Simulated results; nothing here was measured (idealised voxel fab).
Process module heading - voxel released beams
The cross-section shown here is cut; it is 150 nm wide and divided into square cells measuring 5 nm on a side.
For the purposes of this document, a cross-section shall be understood as a grid of square cells, specified as bands listed in top-to-bottom order, each band consisting of one or more rows of cells. In this notation a band is specified by the heights of its top and bottom, in that order and in nm, after which its materials appear from left to right, each paired with its width in nm. The word "edge to edge" attached to a single material means that material fills the band from edge to edge; the word "blank" stands for empty space. We count height from 0. Below that, the starting wafer is all one material. The lowest band never ends at the bottom but goes on down; see "0 and below" for how that is written. Quick explanation for "30 to 40": the width changes in equal steps down the rows of cells, from the first number in the band's top row to the second number in its bottom row. A step reported as "changes: none" is a step in which no cell of the cross-section changed. Heads up: "Enclosed void list" only lists the empty pockets with no open path to the top that are 8 cells or more, and it writes them as width x height at distance, distance from the left edge, in nm. Where a step's line continues beyond its settings, the continuation is a remark by the simulator itself on that step. When a step includes a mask, the "overlay nm" setting on its line states how far to the right of its planned place that mask lay, and negative values state how far to the left.
Listed below are the process steps as planned:
1,RECEIVE | material Si
2,CONFORMAL_DEP | material Al2O3 | thk nm 5
3,DIRECTIONAL_DEP | material SiO2 | thk nm 20
4,DIRECTIONAL_DEP | material aC | thk nm 10
5,PATTERN | tone open | mask id ANCHOR | material resist | width nm 40 | thk nm 30 | overlay nm 0
6,DIRECTIONAL_ETCH | etch materials aC | depth nm 10
7,STRIP | etch materials resist
8,DIRECTIONAL_ETCH | etch materials SiO2 | depth nm 20
9,STRIP | etch materials aC
10,CONFORMAL_DEP | material polySi | thk nm 15
11,PATTERN | tone cover | mask id BEAM | material resist | width nm 115 | thk nm 15 | overlay nm 0
12,DIRECTIONAL_ETCH | etch materials polySi | depth nm 15
13,STRIP | etch materials resist
14,STRIP | etch materials SiO2
Cross-section, incoming material, after step 1:
  0 and below | Si edge to edge
  Enclosed void list: none
Result of the module, cross-sectioned: start per above, plan per above, one error in how it was run:
  35 down to 20 | 15 nm blank, 20 nm polySi, 10 nm blank, 85 nm polySi, 20 nm blank
  20 down to 15 | 20 nm blank, 15 nm polySi, 10 nm blank, 15 nm polySi, 90 nm blank
  15 down to 0 | 20 nm blank, 40 nm polySi, 90 nm blank
  0 and below | Si edge to edge
  Enclosed void list: none
So what did we get wrong on this run? heads up, step 2 of the plan was skipped and never actually ran
